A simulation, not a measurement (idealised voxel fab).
process module | voxel trench capacitor
cross-section cut | 145 nm wide | cells 5 nm
A cross-section is a grid of square cells, given in bands from the top down. A band is one or more rows of cells.
Each band's line starts with the height of the band's top and of its bottom, in nm. Then come its materials from left to right, each with its width in nm. One material with "throughout" fills the band from edge to edge. "air" is empty space.
Height 0 is the level under which the wafer as received is all one material. The lowest band goes on downwards, as in "0 down".
A width such as "30 to 40" changes by the same amount from each row of cells to the next, from the band's top row to its bottom row.
"no change" after a step means that no cell of the cross-section changed.
closed voids: empty space of 8 cells or more with no open way to the top, each as width x height at its distance from the left edge, in nm
after a step's settings: what the simulator itself notes on the step
overlay nm, on a step with a mask: how far to the right of its planned place the mask lay; to the left if negative
plan
1 op RECEIVE | material Si
2 op CONFORMAL_DEP | material SiN | thk nm 10
3 op MASKED_ETCH | tone open | mask id TRENCH | width nm 30 | pitch nm 45 | etch materials SiN | depth nm 10 | overlay nm 0
4 op MASKED_ETCH | tone open | mask id TRENCH | width nm 30 | pitch nm 45 | etch materials Si | depth nm 40 | overlay nm 0
5 op CONFORMAL_DEP | material HfO2 | thk nm 5
6 op CONFORMAL_DEP | material TiN | thk nm 5
7 op FILL_DEP | material W | thk nm 10
8 op CMP | height nm 0
varied across the wafers: height nm of step 8. The plan shows the first wafer's value. All wafers start alike
first wafer as received, after step 1
  0 down: Si throughout
  closed voids: none
each wafer at the end: cells of each material gained (+) or lost (-) since it was received, then its closed voids
height nm 0 | +40 HfO2 | -96 Si | +32 TiN | +24 W | closed voids: none
height nm 5 | +44 HfO2 | -96 Si | +17 SiN | +36 TiN | +28 W | closed voids: none
height nm 10 | +48 HfO2 | -96 Si | +34 SiN | +40 TiN | +32 W | closed voids: none
height nm 15 | +69 HfO2 | -96 Si | +34 SiN | +44 TiN | +36 W | closed voids: none
height nm 20 | +69 HfO2 | -96 Si | +34 SiN | +69 TiN | +40 W | closed voids: none
height nm 25 | +69 HfO2 | -96 Si | +34 SiN | +69 TiN | +69 W | closed voids: none
